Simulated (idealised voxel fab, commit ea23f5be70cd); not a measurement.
Herein follows the process module entitled voxel self aligned vias.
The cross-section on display is named cut; it measures 235 nm wide, and its cells are 5 nm squares.
Just so we're on the same page, the cross-sections are grids of square cells, and they're listed out in bands top to bottom, each band one or more rows deep.
Top, bottom (nm), then materials left to right with widths (nm); lone material tagged "throughout" fills the whole band edge to edge; "empty" = empty space.
Note: height 0 marks the level under which the wafer is uniformly one material as received. Lowest band unbounded below, written "top 0, no bottom".
Width "30..40": first value at the band's top row of cells, second value at its bottom row, equal change from row to row.
Where a step carries "remains unaltered", the cross-section came out of it unchanged, cell for cell.
Each empty space that has no open way to the top and spans at least 8 cells appears under "Entrapped void list" as width x height at distance, the distance counted from the left edge, all in nm.
Text after the settings on a step's line: the simulator's own remark on that step.
overlay nm, on a step with a mask: how far to the right of its planned place the mask lay; to the left if negative

-- Steps in the process plan
1: RECEIVE, material Si
2: CONFORMAL_DEP, material SiO2, thk nm 10
3: CONFORMAL_DEP, material SiCN, thk nm 5
4: DIRECTIONAL_DEP, material SiO2, thk nm 20
5: PATTERN, tone open, mask id LINES, material resist, width nm 20, pitch nm 60, thk nm 20, overlay nm 0
6: DIRECTIONAL_ETCH, etch materials SiO2, depth nm 20
7: STRIP, etch materials resist
8: CONFORMAL_DEP, material TiN, thk nm 5
9: FILL_DEP, material Ru, thk nm 5
10: CMP, height nm 35
11: SELECTIVE_ETCH, etch materials W Ru TiN, depth nm 10
12: FILL_DEP, material SiN, thk nm 5
13: CMP, height nm 35
14: DIRECTIONAL_DEP, material SiO2, thk nm 20
15: DIRECTIONAL_DEP, material aC, thk nm 15
16: PATTERN, tone open, mask id VIAS, material resist, width nm 30, thk nm 35, overlay nm 0
17: DIRECTIONAL_ETCH, etch materials aC, depth nm 15
18: STRIP, etch materials resist
19: DIRECTIONAL_ETCH, etch materials SiO2, depth nm 20
20: DIRECTIONAL_ETCH, etch materials SiN, depth nm 10
21: STRIP, etch materials aC
22: CONFORMAL_DEP, material TiN, thk nm 5
23: FILL_DEP, material Ru, thk nm 5
24: CMP, height nm 55
25: CONFORMAL_DEP, material SiN, thk nm 5

-- Received-state cross-section, reflecting completion of step 1
* top 0, no bottom = Si throughout
* Entrapped void list: none

-- End state of the module in cross-section, given the above starting point and plan and one mistake in execution
* top 60, bottom 55 = SiN throughout
* top 55, bottom 50 = Ru throughout
* top 50, bottom 45 = 75 of TiN | 20 of Ru | 140 of TiN
* top 45, bottom 35 = 70 of SiO2 | 5 of TiN | 20 of Ru | 5 of TiN | 135 of SiO2
* top 35, bottom 30 = 70 of SiO2 | 5 of TiN | 20 of Ru | 5 of TiN | 35 of SiO2 | 20 of SiN | 80 of SiO2
* top 30, bottom 25 = 70 of SiO2 | 30 of TiN | 35 of SiO2 | 20 of SiN | 80 of SiO2
* top 25, bottom 20 = 75 of SiO2 | 5 of TiN | 10 of Ru | 5 of TiN | 40 of SiO2 | 5 of TiN | 10 of Ru | 5 of TiN | 80 of SiO2
* top 20, bottom 15 = 75 of SiO2 | 20 of TiN | 40 of SiO2 | 20 of TiN | 80 of SiO2
* top 15, bottom 10 = SiCN throughout
* top 10, bottom 0 = SiO2 throughout
* top 0, no bottom = Si throughout
* Entrapped void list: none
Heads up, the wafer didn't run the way we planned it: contrary to plan, step 14 was performed as DIRECTIONAL_DEP, material SiO2, thk nm 10
